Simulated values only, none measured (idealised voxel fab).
A process module follows: voxel gate over fins.
Pictured: cross-section cut, 300 nm wide, on a grid of 5 nm square cells.
For the purposes of this document, a cross-section shall be understood as a grid of square cells, specified as bands listed in top-to-bottom order, each band consisting of one or more rows of cells.
This entry defines a band. It first specifies the height of the band's top and the height of its bottom in nm, and then specifies the band's materials from left to right, stating each material with its width in nm. The word "all across" identifies a single material that fills the band from edge to edge, while the word "empty" identifies empty space.
Beneath 0, the wafer as received is one material, and that level is where height counting begins. The lowest band goes on downward without a bottom; it is written like "0 and below".
Width "30..40": first value at the band's top row of cells, second value at its bottom row, equal change from row to row.
A step reported as "no alteration" is a step in which no cell of the cross-section changed.
"Listed closed voids" lists enclosed empty spaces (at least 8 cells, no open path upward to the top), each as width x height at distance from the left edge, in nm.
On each step's line, the part that comes after the settings is the simulator's own comment on the step.
overlay nm: on a step with a mask, how far right of its planned place the mask lay; negative means left.

These are the steps we planned for the process:
1 RECEIVE [material Si]
2 CONFORMAL_DEP [material SiN] [thk nm 10]
3 PATTERN [tone cover] [mask id FINS] [material resist] [width nm 15] [pitch nm 40] [thk nm 15] [overlay nm 0]
4 DIRECTIONAL_ETCH [etch materials SiN] [depth nm 10]
5 DIRECTIONAL_ETCH [etch materials Si] [depth nm 30]
6 STRIP [etch materials resist]
7 OXIDIZE [depth nm 5]
8 FILL_DEP [material SiO2] [thk nm 15]
9 CMP [height nm 10]
10 SELECTIVE_ETCH [etch materials SiO2] [depth nm 20]
11 STRIP [etch materials SiN]
12 CONFORMAL_DEP [material HfO2] [thk nm 5]
13 CONFORMAL_DEP [material TiN] [thk nm 5]
14 CONFORMAL_DEP [material TiAl] [thk nm 5]
15 CONFORMAL_DEP [material TiN] [thk nm 5]
16 FILL_DEP [material W] [thk nm 10]
17 CMP [height nm 25]
18 CONFORMAL_DEP [material SiN] [thk nm 10]

As-received wafer cross-section (after step 1):
* 0 and below: Si all across
* Listed closed voids: none

What the wafer looks like in cross-section after this module, when it starts as shown above and follows the plan above but one mistake is made in running it:
* 35 down to 25: SiN all across
* 25 down to 20: TiN all across
* 20 down to 15: TiAl all across
* 15 down to 10: TiN all across
* 10 down to 5: 125 nm HfO2  5 nm TiN  35 nm HfO2  5 nm TiN  130 nm HfO2
* 5 down to 0: 120 nm SiO2  15 nm HfO2  25 nm SiO2  15 nm HfO2  125 nm SiO2
* 0 down to -35: 125 nm SiO2  5 nm Si  35 nm SiO2  5 nm Si  130 nm SiO2
* -35 and below: Si all across
* Listed closed voids: none
Nonconformance to the process plan: plan step 9: skipped, not run
